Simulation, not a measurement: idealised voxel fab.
process module | voxel quadruple lines
cross-section cut | 300 nm wide | cells 5 nm
A cross-section is a grid of square cells, given in bands from the top down. A band is one or more rows of cells.
Each band's line starts with the height of the band's top and of its bottom, in nm. Then come its materials from left to right, each with its width in nm. One material with "throughout" fills the band from edge to edge. "air" is empty space.
Height 0 is the level under which the wafer as received is all one material. The lowest band goes on downwards, as in "0 down".
A width such as "30 to 40" changes by the same amount from each row of cells to the next, from the band's top row to its bottom row.
"no change" after a step means that no cell of the cross-section changed.
closed voids: empty space of 8 cells or more with no open way to the top, each as width x height at its distance from the left edge, in nm
after a step's settings: what the simulator itself notes on the step
overlay nm, on a step with a mask: how far to the right of its planned place the mask lay; to the left if negative
Each pair below shows a cross-section before one step and the cross-section after it, down to the lowest band that changed. The line under each pair gives the step between them, with its settings. The pairs can come from different runs of this module on the same starting wafer, so a pair continues from the pair above only where its "before" says so.
before
  0 down: Si throughout
  closed voids: none
after
  5 to 0: Al2O3 throughout
  below 0: unchanged
  closed voids: none
the step between: op CONFORMAL_DEP | material Al2O3 | thk nm 5
before: the cross-section after the pair above
after
  15 to 5: TiN throughout
  below 5: unchanged
  closed voids: none
the step between: op DIRECTIONAL_DEP | material TiN | thk nm 10
before: the cross-section after the pair above
after
  30 to 15: polySi throughout
  below 15: unchanged
  closed voids: none
the step between: op DIRECTIONAL_DEP | material polySi | thk nm 15
before: the cross-section after the pair above
after
  55 to 30: aC throughout
  below 30: unchanged
  closed voids: none
the step between: op DIRECTIONAL_DEP | material aC | thk nm 25
before: the cross-section after the pair above
after
  85 to 55: air 80 | resist 35 | air 65 | resist 35 | air 85
  below 55: unchanged
  closed voids: none
the step between: op PATTERN | tone cover | mask id MANDREL | material resist | width nm 35 | pitch nm 100 | thk nm 30 | overlay nm 0
before: the cross-section after the pair above
after
  60 to 55: air 80 | resist 35 | air 65 | resist 35 | air 85
  55 to 30: air 80 | aC 35 | air 65 | aC 35 | air 85
  below 30: unchanged
  closed voids: none
the step between: op DIRECTIONAL_ETCH | etch materials aC | depth nm 25
before: the cross-section after the pair above
after
  55 to 30: air 80 | aC 35 | air 65 | aC 35 | air 85
  below 30: unchanged
  closed voids: none
the step between: op STRIP | etch materials resist
before: the cross-section after the pair above
after
  70 to 55: air 65 | SiO2 65 | air 35 | SiO2 65 | air 70
  55 to 45: air 65 | SiO2 15 | aC 35 | SiO2 15 | air 35 | SiO2 15 | aC 35 | SiO2 15 | air 70
  45 to 30: SiO2 80 | aC 35 | SiO2 65 | aC 35 | SiO2 85
  below 30: unchanged
  closed voids: none
the step between: op CONFORMAL_DEP | material SiO2 | thk nm 15
before: the cross-section after the pair above
after
  55 to 30: air 65 | SiO2 15 | aC 35 | SiO2 15 | air 35 | SiO2 15 | aC 35 | SiO2 15 | air 70
  below 30: unchanged
  closed voids: none
the step between: op DIRECTIONAL_ETCH | etch materials SiO2 | depth nm 15
before: the cross-section after the pair above
after
  55 to 30: air 65 | SiO2 15 | air 35 | SiO2 15 | air 35 | SiO2 15 | air 35 | SiO2 15 | air 70
  below 30: unchanged
  closed voids: none
the step between: op STRIP | etch materials aC
before: the cross-section after the pair above
after
  55 to 30: air 65 | SiO2 15 | air 35 | SiO2 15 | air 35 | SiO2 15 | air 35 | SiO2 15 | air 70
  30 to 15: air 65 | polySi 15 | air 35 | polySi 15 | air 35 | polySi 15 | air 35 | polySi 15 | air 70
  below 15: unchanged
  closed voids: none
the step between: op DIRECTIONAL_ETCH | etch materials polySi | depth nm 15
before: the cross-section after the pair above
after
  30 to 15: air 65 | polySi 15 | air 35 | polySi 15 | air 35 | polySi 15 | air 35 | polySi 15 | air 70
  below 15: unchanged
  closed voids: none
the step between: op STRIP | etch materials SiO2
before: the cross-section after the pair above
after
  40 to 30: air 55 | SiCN 35 | air 15 | SiCN 35 | air 15 | SiCN 35 | air 15 | SiCN 35 | air 60
  30 to 25: air 55 | SiCN 10 | polySi 15 | SiCN 10 | air 15 | SiCN 10 | polySi 15 | SiCN 10 | air 15 | SiCN 10 | polySi 15 | SiCN 10 | air 15 | SiCN 10 | polySi 15 | SiCN 10 | air 60
  25 to 15: SiCN 65 | polySi 15 | SiCN 35 | polySi 15 | SiCN 35 | polySi 15 | SiCN 35 | polySi 15 | SiCN 70
  below 15: unchanged
  closed voids: none
the step between: op CONFORMAL_DEP | material SiCN | thk nm 10
before: the cross-section after the pair above
after
  30 to 15: air 55 | SiCN 10 | polySi 15 | SiCN 10 | air 15 | SiCN 10 | polySi 15 | SiCN 10 | air 15 | SiCN 10 | polySi 15 | SiCN 10 | air 15 | SiCN 10 | polySi 15 | SiCN 10 | air 60
  below 15: unchanged
  closed voids: none
the step between: op DIRECTIONAL_ETCH | etch materials SiCN | depth nm 10
before: the cross-section after the pair above
after
  30 to 15: air 55 | SiCN 10 | air 15 | SiCN 10 | air 15 | SiCN 10 | air 15 | SiCN 10 | air 15 | SiCN 10 | air 15 | SiCN 10 | air 15 | SiCN 10 | air 15 | SiCN 10 | air 60
  below 15: unchanged
  closed voids: none
the step between: op STRIP | etch materials polySi
before: the cross-section after the pair above
after
  30 to 15: air 55 | SiCN 10 | air 15 | SiCN 10 | air 15 | SiCN 10 | air 15 | SiCN 10 | air 15 | SiCN 10 | air 15 | SiCN 10 | air 15 | SiCN 10 | air 15 | SiCN 10 | air 60
  15 to 5: air 55 | TiN 10 | air 15 | TiN 10 | air 15 | TiN 10 | air 15 | TiN 10 | air 15 | TiN 10 | air 15 | TiN 10 | air 15 | TiN 10 | air 15 | TiN 10 | air 60
  below 5: unchanged
  closed voids: none
the step between: op DIRECTIONAL_ETCH | etch materials TiN | depth nm 10
before: the cross-section after the pair above
after
  15 to 5: air 55 | TiN 10 | air 15 | TiN 10 | air 15 | TiN 10 | air 15 | TiN 10 | air 15 | TiN 10 | air 15 | TiN 10 | air 15 | TiN 10 | air 15 | TiN 10 | air 60
  below 5: unchanged
  closed voids: none
the step between: op STRIP | etch materials SiCN
before
  0 down: Si throughout
  closed voids: none
after
  10 to 0: TiN throughout
  below 0: unchanged
  closed voids: none
the step between: op DIRECTIONAL_DEP | material TiN | thk nm 10
before: the cross-section after the pair above
after
  25 to 10: polySi throughout
  below 10: unchanged
  closed voids: none
the step between: op DIRECTIONAL_DEP | material polySi | thk nm 15
before: the cross-section after the pair above
after
  50 to 25: aC throughout
  below 25: unchanged
  closed voids: none
the step between: op DIRECTIONAL_DEP | material aC | thk nm 25
before: the cross-section after the pair above
after
  80 to 50: air 80 | resist 35 | air 65 | resist 35 | air 85
  below 50: unchanged
  closed voids: none
the step between: op PATTERN | tone cover | mask id MANDREL | material resist | width nm 35 | pitch nm 100 | thk nm 30 | overlay nm 0
before: the cross-section after the pair above
after
  55 to 50: air 80 | resist 35 | air 65 | resist 35 | air 85
  50 to 25: air 80 | aC 35 | air 65 | aC 35 | air 85
  below 25: unchanged
  closed voids: none
the step between: op DIRECTIONAL_ETCH | etch materials aC | depth nm 25
before: the cross-section after the pair above
after
  50 to 25: air 80 | aC 35 | air 65 | aC 35 | air 85
  below 25: unchanged
  closed voids: none
the step between: op STRIP | etch materials resist
before: the cross-section after the pair above
after
  65 to 50: air 65 | SiO2 65 | air 35 | SiO2 65 | air 70
  50 to 40: air 65 | SiO2 15 | aC 35 | SiO2 15 | air 35 | SiO2 15 | aC 35 | SiO2 15 | air 70
  40 to 25: SiO2 80 | aC 35 | SiO2 65 | aC 35 | SiO2 85
  below 25: unchanged
  closed voids: none
the step between: op CONFORMAL_DEP | material SiO2 | thk nm 15
before: the cross-section after the pair above
after
  50 to 25: air 65 | SiO2 15 | aC 35 | SiO2 15 | air 35 | SiO2 15 | aC 35 | SiO2 15 | air 70
  below 25: unchanged
  closed voids: none
the step between: op DIRECTIONAL_ETCH | etch materials SiO2 | depth nm 15
before: the cross-section after the pair above
after
  50 to 25: air 65 | SiO2 15 | air 35 | SiO2 15 | air 35 | SiO2 15 | air 35 | SiO2 15 | air 70
  below 25: unchanged
  closed voids: none
the step between: op STRIP | etch materials aC
before: the cross-section after the pair above
after
  50 to 25: air 65 | SiO2 15 | air 35 | SiO2 15 | air 35 | SiO2 15 | air 35 | SiO2 15 | air 70
  25 to 10: air 65 | polySi 15 | air 35 | polySi 15 | air 35 | polySi 15 | air 35 | polySi 15 | air 70
  below 10: unchanged
  closed voids: none
the step between: op DIRECTIONAL_ETCH | etch materials polySi | depth nm 15
before: the cross-section after the pair above
after
  25 to 10: air 65 | polySi 15 | air 35 | polySi 15 | air 35 | polySi 15 | air 35 | polySi 15 | air 70
  below 10: unchanged
  closed voids: none
the step between: op STRIP | etch materials SiO2
before: the cross-section after the pair above
after
  35 to 25: air 55 | SiCN 35 | air 15 | SiCN 35 | air 15 | SiCN 35 | air 15 | SiCN 35 | air 60
  25 to 20: air 55 | SiCN 10 | polySi 15 | SiCN 10 | air 15 | SiCN 10 | polySi 15 | SiCN 10 | air 15 | SiCN 10 | polySi 15 | SiCN 10 | air 15 | SiCN 10 | polySi 15 | SiCN 10 | air 60
  20 to 10: SiCN 65 | polySi 15 | SiCN 35 | polySi 15 | SiCN 35 | polySi 15 | SiCN 35 | polySi 15 | SiCN 70
  below 10: unchanged
  closed voids: none
the step between: op CONFORMAL_DEP | material SiCN | thk nm 10
before: the cross-section after the pair above
after
  25 to 10: air 55 | SiCN 10 | polySi 15 | SiCN 10 | air 15 | SiCN 10 | polySi 15 | SiCN 10 | air 15 | SiCN 10 | polySi 15 | SiCN 10 | air 15 | SiCN 10 | polySi 15 | SiCN 10 | air 60
  below 10: unchanged
  closed voids: none
the step between: op DIRECTIONAL_ETCH | etch materials SiCN | depth nm 10
before: the cross-section after the pair above
after
  25 to 10: air 55 | SiCN 10 | air 15 | SiCN 10 | air 15 | SiCN 10 | air 15 | SiCN 10 | air 15 | SiCN 10 | air 15 | SiCN 10 | air 15 | SiCN 10 | air 15 | SiCN 10 | air 60
  below 10: unchanged
  closed voids: none
the step between: op STRIP | etch materials polySi
before: the cross-section after the pair above
after
  25 to 10: air 55 | SiCN 10 | air 15 | SiCN 10 | air 15 | SiCN 10 | air 15 | SiCN 10 | air 15 | SiCN 10 | air 15 | SiCN 10 | air 15 | SiCN 10 | air 15 | SiCN 10 | air 60
  10 to 0: air 55 | TiN 10 | air 15 | TiN 10 | air 15 | TiN 10 | air 15 | TiN 10 | air 15 | TiN 10 | air 15 | TiN 10 | air 15 | TiN 10 | air 15 | TiN 10 | air 60
  below 0: unchanged
  closed voids: none
the step between: op DIRECTIONAL_ETCH | etch materials TiN | depth nm 10
before: the cross-section after the pair above
after
  10 to 0: air 55 | TiN 10 | air 15 | TiN 10 | air 15 | TiN 10 | air 15 | TiN 10 | air 15 | TiN 10 | air 15 | TiN 10 | air 15 | TiN 10 | air 15 | TiN 10 | air 60
  below 0: unchanged
  closed voids: none
the step between: op STRIP | etch materials SiCN
before
  30 to 15: air 55 | SiCN 10 | polySi 15 | SiCN 10 | air 15 | SiCN 10 | polySi 15 | SiCN 10 | air 15 | SiCN 10 | polySi 15 | SiCN 10 | air 15 | SiCN 10 | polySi 15 | SiCN 10 | air 60
  15 to 5: TiN throughout
  5 to 0: Al2O3 throughout
  0 down: Si throughout
  closed voids: none
after
  30 to 15: air 55 | SiCN 10 | polySi 15 | SiCN 10 | air 15 | SiCN 10 | polySi 15 | SiCN 10 | air 15 | SiCN 10 | polySi 15 | SiCN 10 | air 15 | SiCN 10 | polySi 15 | SiCN 10 | air 60
  15 to 5: air 55 | TiN 35 | air 15 | TiN 35 | air 15 | TiN 35 | air 15 | TiN 35 | air 60
  below 5: unchanged
  closed voids: none
the step between: op DIRECTIONAL_ETCH | etch materials TiN | depth nm 10
before: the cross-section after the pair above
after
  30 to 15: air 55 | SiCN 10 | air 15 | SiCN 10 | air 15 | SiCN 10 | air 15 | SiCN 10 | air 15 | SiCN 10 | air 15 | SiCN 10 | air 15 | SiCN 10 | air 15 | SiCN 10 | air 60
  below 15: unchanged
  closed voids: none
the step between: op STRIP | etch materials polySi
before: the cross-section after the pair above
after
  15 to 5: air 55 | TiN 35 | air 15 | TiN 35 | air 15 | TiN 35 | air 15 | TiN 35 | air 60
  below 5: unchanged
  closed voids: none
the step between: op STRIP | etch materials SiCN
before
  5 to 0: Al2O3 throughout
  0 down: Si throughout
  closed voids: none
after
  10 to 5: TiN throughout
  below 5: unchanged
  closed voids: none
the step between: op DIRECTIONAL_DEP | material TiN | thk nm 5
before: the cross-section after the pair above
after
  25 to 10: polySi throughout
  below 10: unchanged
  closed voids: none
the step between: op DIRECTIONAL_DEP | material polySi | thk nm 15
before: the cross-section after the pair above
after
  50 to 25: aC throughout
  below 25: unchanged
  closed voids: none
the step between: op DIRECTIONAL_DEP | material aC | thk nm 25
before: the cross-section after the pair above
after
  80 to 50: air 80 | resist 35 | air 65 | resist 35 | air 85
  below 50: unchanged
  closed voids: none
the step between: op PATTERN | tone cover | mask id MANDREL | material resist | width nm 35 | pitch nm 100 | thk nm 30 | overlay nm 0
before: the cross-section after the pair above
after
  55 to 50: air 80 | resist 35 | air 65 | resist 35 | air 85
  50 to 25: air 80 | aC 35 | air 65 | aC 35 | air 85
  below 25: unchanged
  closed voids: none
the step between: op DIRECTIONAL_ETCH | etch materials aC | depth nm 25
before: the cross-section after the pair above
after
  50 to 25: air 80 | aC 35 | air 65 | aC 35 | air 85
  below 25: unchanged
  closed voids: none
the step between: op STRIP | etch materials resist
before: the cross-section after the pair above
after
  65 to 50: air 65 | SiO2 65 | air 35 | SiO2 65 | air 70
  50 to 40: air 65 | SiO2 15 | aC 35 | SiO2 15 | air 35 | SiO2 15 | aC 35 | SiO2 15 | air 70
  40 to 25: SiO2 80 | aC 35 | SiO2 65 | aC 35 | SiO2 85
  below 25: unchanged
  closed voids: none
the step between: op CONFORMAL_DEP | material SiO2 | thk nm 15
before: the cross-section after the pair above
after
  50 to 25: air 65 | SiO2 15 | aC 35 | SiO2 15 | air 35 | SiO2 15 | aC 35 | SiO2 15 | air 70
  below 25: unchanged
  closed voids: none
the step between: op DIRECTIONAL_ETCH | etch materials SiO2 | depth nm 15
before: the cross-section after the pair above
after
  50 to 25: air 65 | SiO2 15 | air 35 | SiO2 15 | air 35 | SiO2 15 | air 35 | SiO2 15 | air 70
  below 25: unchanged
  closed voids: none
the step between: op STRIP | etch materials aC
before: the cross-section after the pair above
after
  50 to 25: air 65 | SiO2 15 | air 35 | SiO2 15 | air 35 | SiO2 15 | air 35 | SiO2 15 | air 70
  25 to 10: air 65 | polySi 15 | air 35 | polySi 15 | air 35 | polySi 15 | air 35 | polySi 15 | air 70
  below 10: unchanged
  closed voids: none
the step between: op DIRECTIONAL_ETCH | etch materials polySi | depth nm 15
before: the cross-section after the pair above
after
  25 to 10: air 65 | polySi 15 | air 35 | polySi 15 | air 35 | polySi 15 | air 35 | polySi 15 | air 70
  below 10: unchanged
  closed voids: none
the step between: op STRIP | etch materials SiO2
before: the cross-section after the pair above
after
  35 to 25: air 55 | SiCN 35 | air 15 | SiCN 35 | air 15 | SiCN 35 | air 15 | SiCN 35 | air 60
  25 to 20: air 55 | SiCN 10 | polySi 15 | SiCN 10 | air 15 | SiCN 10 | polySi 15 | SiCN 10 | air 15 | SiCN 10 | polySi 15 | SiCN 10 | air 15 | SiCN 10 | polySi 15 | SiCN 10 | air 60
  20 to 10: SiCN 65 | polySi 15 | SiCN 35 | polySi 15 | SiCN 35 | polySi 15 | SiCN 35 | polySi 15 | SiCN 70
  below 10: unchanged
  closed voids: none
the step between: op CONFORMAL_DEP | material SiCN | thk nm 10
before: the cross-section after the pair above
after
  25 to 10: air 55 | SiCN 10 | polySi 15 | SiCN 10 | air 15 | SiCN 10 | polySi 15 | SiCN 10 | air 15 | SiCN 10 | polySi 15 | SiCN 10 | air 15 | SiCN 10 | polySi 15 | SiCN 10 | air 60
  below 10: unchanged
  closed voids: none
the step between: op DIRECTIONAL_ETCH | etch materials SiCN | depth nm 10
before: the cross-section after the pair above
after
  25 to 10: air 55 | SiCN 10 | air 15 | SiCN 10 | air 15 | SiCN 10 | air 15 | SiCN 10 | air 15 | SiCN 10 | air 15 | SiCN 10 | air 15 | SiCN 10 | air 15 | SiCN 10 | air 60
  below 10: unchanged
  closed voids: none
the step between: op STRIP | etch materials polySi
before: the cross-section after the pair above
after
  25 to 10: air 55 | SiCN 10 | air 15 | SiCN 10 | air 15 | SiCN 10 | air 15 | SiCN 10 | air 15 | SiCN 10 | air 15 | SiCN 10 | air 15 | SiCN 10 | air 15 | SiCN 10 | air 60
  10 to 5: air 55 | TiN 10 | air 15 | TiN 10 | air 15 | TiN 10 | air 15 | TiN 10 | air 15 | TiN 10 | air 15 | TiN 10 | air 15 | TiN 10 | air 15 | TiN 10 | air 60
  below 5: unchanged
  closed voids: none
the step between: op DIRECTIONAL_ETCH | etch materials TiN | depth nm 10
before: the cross-section after the pair above
after
  10 to 5: air 55 | TiN 10 | air 15 | TiN 10 | air 15 | TiN 10 | air 15 | TiN 10 | air 15 | TiN 10 | air 15 | TiN 10 | air 15 | TiN 10 | air 15 | TiN 10 | air 60
  below 5: unchanged
  closed voids: none
the step between: op STRIP | etch materials SiCN
before
  55 to 30: aC throughout
  30 to 15: polySi throughout
  15 to 5: TiN throughout
  5 to 0: Al2O3 throughout
  0 down: Si throughout
  closed voids: none
after
  85 to 55: air 85 | resist 30 | air 70 | resist 30 | air 85
  below 55: unchanged
  closed voids: none
the step between: op PATTERN | tone cover | mask id MANDREL | material resist | width nm 30 | pitch nm 100 | thk nm 30 | overlay nm 0
before: the cross-section after the pair above
after
  60 to 55: air 85 | resist 30 | air 70 | resist 30 | air 85
  55 to 30: air 85 | aC 30 | air 70 | aC 30 | air 85
  below 30: unchanged
  closed voids: none
the step between: op DIRECTIONAL_ETCH | etch materials aC | depth nm 25
before: the cross-section after the pair above
after
  55 to 30: air 85 | aC 30 | air 70 | aC 30 | air 85
  below 30: unchanged
  closed voids: none
the step between: op STRIP | etch materials resist
before: the cross-section after the pair above
after
  70 to 55: air 70 | SiO2 60 | air 40 | SiO2 60 | air 70
  55 to 45: air 70 | SiO2 15 | aC 30 | SiO2 15 | air 40 | SiO2 15 | aC 30 | SiO2 15 | air 70
  45 to 30: SiO2 85 | aC 30 | SiO2 70 | aC 30 | SiO2 85
  below 30: unchanged
  closed voids: none
the step between: op CONFORMAL_DEP | material SiO2 | thk nm 15
before: the cross-section after the pair above
after
  55 to 30: air 70 | SiO2 15 | aC 30 | SiO2 15 | air 40 | SiO2 15 | aC 30 | SiO2 15 | air 70
  below 30: unchanged
  closed voids: none
the step between: op DIRECTIONAL_ETCH | etch materials SiO2 | depth nm 15
before: the cross-section after the pair above
after
  55 to 30: air 70 | SiO2 15 | air 30 | SiO2 15 | air 40 | SiO2 15 | air 30 | SiO2 15 | air 70
  below 30: unchanged
  closed voids: none
the step between: op STRIP | etch materials aC
before: the cross-section after the pair above
after
  55 to 30: air 70 | SiO2 15 | air 30 | SiO2 15 | air 40 | SiO2 15 | air 30 | SiO2 15 | air 70
  30 to 15: air 70 | polySi 15 | air 30 | polySi 15 | air 40 | polySi 15 | air 30 | polySi 15 | air 70
  below 15: unchanged
  closed voids: none
the step between: op DIRECTIONAL_ETCH | etch materials polySi | depth nm 15
before: the cross-section after the pair above
after
  30 to 15: air 70 | polySi 15 | air 30 | polySi 15 | air 40 | polySi 15 | air 30 | polySi 15 | air 70
  below 15: unchanged
  closed voids: none
the step between: op STRIP | etch materials SiO2
before: the cross-section after the pair above
after
  40 to 30: air 60 | SiCN 35 | air 10 | SiCN 35 | air 20 | SiCN 35 | air 10 | SiCN 35 | air 60
  30 to 25: air 60 | SiCN 10 | polySi 15 | SiCN 10 | air 10 | SiCN 10 | polySi 15 | SiCN 10 | air 20 | SiCN 10 | polySi 15 | SiCN 10 | air 10 | SiCN 10 | polySi 15 | SiCN 10 | air 60
  25 to 15: SiCN 70 | polySi 15 | SiCN 30 | polySi 15 | SiCN 40 | polySi 15 | SiCN 30 | polySi 15 | SiCN 70
  below 15: unchanged
  closed voids: none
the step between: op CONFORMAL_DEP | material SiCN | thk nm 10
before: the cross-section after the pair above
after
  30 to 15: air 60 | SiCN 10 | polySi 15 | SiCN 10 | air 10 | SiCN 10 | polySi 15 | SiCN 10 | air 20 | SiCN 10 | polySi 15 | SiCN 10 | air 10 | SiCN 10 | polySi 15 | SiCN 10 | air 60
  below 15: unchanged
  closed voids: none
the step between: op DIRECTIONAL_ETCH | etch materials SiCN | depth nm 10
before: the cross-section after the pair above
after
  30 to 15: air 60 | SiCN 10 | air 15 | SiCN 10 | air 10 | SiCN 10 | air 15 | SiCN 10 | air 20 | SiCN 10 | air 15 | SiCN 10 | air 10 | SiCN 10 | air 15 | SiCN 10 | air 60
  below 15: unchanged
  closed voids: none
the step between: op STRIP | etch materials polySi
before: the cross-section after the pair above
after
  30 to 15: air 60 | SiCN 10 | air 15 | SiCN 10 | air 10 | SiCN 10 | air 15 | SiCN 10 | air 20 | SiCN 10 | air 15 | SiCN 10 | air 10 | SiCN 10 | air 15 | SiCN 10 | air 60
  15 to 5: air 60 | TiN 10 | air 15 | TiN 10 | air 10 | TiN 10 | air 15 | TiN 10 | air 20 | TiN 10 | air 15 | TiN 10 | air 10 | TiN 10 | air 15 | TiN 10 | air 60
  below 5: unchanged
  closed voids: none
the step between: op DIRECTIONAL_ETCH | etch materials TiN | depth nm 10
before: the cross-section after the pair above
after
  15 to 5: air 60 | TiN 10 | air 15 | TiN 10 | air 10 | TiN 10 | air 15 | TiN 10 | air 20 | TiN 10 | air 15 | TiN 10 | air 10 | TiN 10 | air 15 | TiN 10 | air 60
  below 5: unchanged
  closed voids: none
the step between: op STRIP | etch materials SiCN
before
  55 to 30: aC throughout
  30 to 15: polySi throughout
  15 to 5: TiN throughout
  5 to 0: Al2O3 throughout
  0 down: Si throughout
  closed voids: none
after
  85 to 55: air 90 | resist 35 | air 65 | resist 35 | air 75
  below 55: unchanged
  closed voids: none
the step between: op PATTERN | tone cover | mask id MANDREL | material resist | width nm 35 | pitch nm 100 | thk nm 30 | overlay nm 10
before: the cross-section after the pair above
after
  60 to 55: air 90 | resist 35 | air 65 | resist 35 | air 75
  55 to 30: air 90 | aC 35 | air 65 | aC 35 | air 75
  below 30: unchanged
  closed voids: none
the step between: op DIRECTIONAL_ETCH | etch materials aC | depth nm 25
before: the cross-section after the pair above
after
  55 to 30: air 90 | aC 35 | air 65 | aC 35 | air 75
  below 30: unchanged
  closed voids: none
the step between: op STRIP | etch materials resist
before: the cross-section after the pair above
after
  70 to 55: air 75 | SiO2 65 | air 35 | SiO2 65 | air 60
  55 to 45: air 75 | SiO2 15 | aC 35 | SiO2 15 | air 35 | SiO2 15 | aC 35 | SiO2 15 | air 60
  45 to 30: SiO2 90 | aC 35 | SiO2 65 | aC 35 | SiO2 75
  below 30: unchanged
  closed voids: none
the step between: op CONFORMAL_DEP | material SiO2 | thk nm 15
before: the cross-section after the pair above
after
  55 to 30: air 75 | SiO2 15 | aC 35 | SiO2 15 | air 35 | SiO2 15 | aC 35 | SiO2 15 | air 60
  below 30: unchanged
  closed voids: none
the step between: op DIRECTIONAL_ETCH | etch materials SiO2 | depth nm 15
before: the cross-section after the pair above
after
  55 to 30: air 75 | SiO2 15 | air 35 | SiO2 15 | air 35 | SiO2 15 | air 35 | SiO2 15 | air 60
  below 30: unchanged
  closed voids: none
the step between: op STRIP | etch materials aC
before: the cross-section after the pair above
after
  55 to 30: air 75 | SiO2 15 | air 35 | SiO2 15 | air 35 | SiO2 15 | air 35 | SiO2 15 | air 60
  30 to 15: air 75 | polySi 15 | air 35 | polySi 15 | air 35 | polySi 15 | air 35 | polySi 15 | air 60
  below 15: unchanged
  closed voids: none
the step between: op DIRECTIONAL_ETCH | etch materials polySi | depth nm 15
before: the cross-section after the pair above
after
  30 to 15: air 75 | polySi 15 | air 35 | polySi 15 | air 35 | polySi 15 | air 35 | polySi 15 | air 60
  below 15: unchanged
  closed voids: none
the step between: op STRIP | etch materials SiO2
before: the cross-section after the pair above
after
  40 to 30: air 65 | SiCN 35 | air 15 | SiCN 35 | air 15 | SiCN 35 | air 15 | SiCN 35 | air 50
  30 to 25: air 65 | SiCN 10 | polySi 15 | SiCN 10 | air 15 | SiCN 10 | polySi 15 | SiCN 10 | air 15 | SiCN 10 | polySi 15 | SiCN 10 | air 15 | SiCN 10 | polySi 15 | SiCN 10 | air 50
  25 to 15: SiCN 75 | polySi 15 | SiCN 35 | polySi 15 | SiCN 35 | polySi 15 | SiCN 35 | polySi 15 | SiCN 60
  below 15: unchanged
  closed voids: none
the step between: op CONFORMAL_DEP | material SiCN | thk nm 10
before: the cross-section after the pair above
after
  30 to 15: air 65 | SiCN 10 | polySi 15 | SiCN 10 | air 15 | SiCN 10 | polySi 15 | SiCN 10 | air 15 | SiCN 10 | polySi 15 | SiCN 10 | air 15 | SiCN 10 | polySi 15 | SiCN 10 | air 50
  below 15: unchanged
  closed voids: none
the step between: op DIRECTIONAL_ETCH | etch materials SiCN | depth nm 10
before: the cross-section after the pair above
after
  30 to 15: air 65 | SiCN 10 | air 15 | SiCN 10 | air 15 | SiCN 10 | air 15 | SiCN 10 | air 15 | SiCN 10 | air 15 | SiCN 10 | air 15 | SiCN 10 | air 15 | SiCN 10 | air 50
  below 15: unchanged
  closed voids: none
the step between: op STRIP | etch materials polySi
before: the cross-section after the pair above
after
  30 to 15: air 65 | SiCN 10 | air 15 | SiCN 10 | air 15 | SiCN 10 | air 15 | SiCN 10 | air 15 | SiCN 10 | air 15 | SiCN 10 | air 15 | SiCN 10 | air 15 | SiCN 10 | air 50
  15 to 5: air 65 | TiN 10 | air 15 | TiN 10 | air 15 | TiN 10 | air 15 | TiN 10 | air 15 | TiN 10 | air 15 | TiN 10 | air 15 | TiN 10 | air 15 | TiN 10 | air 50
  below 5: unchanged
  closed voids: none
the step between: op DIRECTIONAL_ETCH | etch materials TiN | depth nm 10
before: the cross-section after the pair above
after
  15 to 5: air 65 | TiN 10 | air 15 | TiN 10 | air 15 | TiN 10 | air 15 | TiN 10 | air 15 | TiN 10 | air 15 | TiN 10 | air 15 | TiN 10 | air 15 | TiN 10 | air 50
  below 5: unchanged
  closed voids: none
the step between: op STRIP | etch materials SiCN
before
  5 to 0: Al2O3 throughout
  0 down: Si throughout
  closed voids: none
after
  15 to 0: Al2O3 throughout
  below 0: unchanged
  closed voids: none
the step between: op DIRECTIONAL_DEP | material Al2O3 | thk nm 10
before: the cross-section after the pair above
after
  30 to 15: polySi throughout
  below 15: unchanged
  closed voids: none
the step between: op DIRECTIONAL_DEP | material polySi | thk nm 15
before: the cross-section after the pair above
after
  55 to 30: aC throughout
  below 30: unchanged
  closed voids: none
the step between: op DIRECTIONAL_DEP | material aC | thk nm 25
before: the cross-section after the pair above
after
  85 to 55: air 80 | resist 35 | air 65 | resist 35 | air 85
  below 55: unchanged
  closed voids: none
the step between: op PATTERN | tone cover | mask id MANDREL | material resist | width nm 35 | pitch nm 100 | thk nm 30 | overlay nm 0
before: the cross-section after the pair above
after
  60 to 55: air 80 | resist 35 | air 65 | resist 35 | air 85
  55 to 30: air 80 | aC 35 | air 65 | aC 35 | air 85
  below 30: unchanged
  closed voids: none
the step between: op DIRECTIONAL_ETCH | etch materials aC | depth nm 25
before: the cross-section after the pair above
after
  55 to 30: air 80 | aC 35 | air 65 | aC 35 | air 85
  below 30: unchanged
  closed voids: none
the step between: op STRIP | etch materials resist
before: the cross-section after the pair above
after
  70 to 55: air 65 | SiO2 65 | air 35 | SiO2 65 | air 70
  55 to 45: air 65 | SiO2 15 | aC 35 | SiO2 15 | air 35 | SiO2 15 | aC 35 | SiO2 15 | air 70
  45 to 30: SiO2 80 | aC 35 | SiO2 65 | aC 35 | SiO2 85
  below 30: unchanged
  closed voids: none
the step between: op CONFORMAL_DEP | material SiO2 | thk nm 15
before: the cross-section after the pair above
after
  55 to 30: air 65 | SiO2 15 | aC 35 | SiO2 15 | air 35 | SiO2 15 | aC 35 | SiO2 15 | air 70
  below 30: unchanged
  closed voids: none
the step between: op DIRECTIONAL_ETCH | etch materials SiO2 | depth nm 15
before: the cross-section after the pair above
after
  55 to 30: air 65 | SiO2 15 | air 35 | SiO2 15 | air 35 | SiO2 15 | air 35 | SiO2 15 | air 70
  below 30: unchanged
  closed voids: none
the step between: op STRIP | etch materials aC
before: the cross-section after the pair above
after
  55 to 30: air 65 | SiO2 15 | air 35 | SiO2 15 | air 35 | SiO2 15 | air 35 | SiO2 15 | air 70
  30 to 15: air 65 | polySi 15 | air 35 | polySi 15 | air 35 | polySi 15 | air 35 | polySi 15 | air 70
  below 15: unchanged
  closed voids: none
the step between: op DIRECTIONAL_ETCH | etch materials polySi | depth nm 15
before: the cross-section after the pair above
after
  30 to 15: air 65 | polySi 15 | air 35 | polySi 15 | air 35 | polySi 15 | air 35 | polySi 15 | air 70
  below 15: unchanged
  closed voids: none
the step between: op STRIP | etch materials SiO2
before: the cross-section after the pair above
after
  40 to 30: air 55 | SiCN 35 | air 15 | SiCN 35 | air 15 | SiCN 35 | air 15 | SiCN 35 | air 60
  30 to 25: air 55 | SiCN 10 | polySi 15 | SiCN 10 | air 15 | SiCN 10 | polySi 15 | SiCN 10 | air 15 | SiCN 10 | polySi 15 | SiCN 10 | air 15 | SiCN 10 | polySi 15 | SiCN 10 | air 60
  25 to 15: SiCN 65 | polySi 15 | SiCN 35 | polySi 15 | SiCN 35 | polySi 15 | SiCN 35 | polySi 15 | SiCN 70
  below 15: unchanged
  closed voids: none
the step between: op CONFORMAL_DEP | material SiCN | thk nm 10
before: the cross-section after the pair above
after
  30 to 15: air 55 | SiCN 10 | polySi 15 | SiCN 10 | air 15 | SiCN 10 | polySi 15 | SiCN 10 | air 15 | SiCN 10 | polySi 15 | SiCN 10 | air 15 | SiCN 10 | polySi 15 | SiCN 10 | air 60
  below 15: unchanged
  closed voids: none
the step between: op DIRECTIONAL_ETCH | etch materials SiCN | depth nm 10
before: the cross-section after the pair above
after
  30 to 15: air 55 | SiCN 10 | air 15 | SiCN 10 | air 15 | SiCN 10 | air 15 | SiCN 10 | air 15 | SiCN 10 | air 15 | SiCN 10 | air 15 | SiCN 10 | air 15 | SiCN 10 | air 60
  below 15: unchanged
  closed voids: none
the step between: op STRIP | etch materials polySi
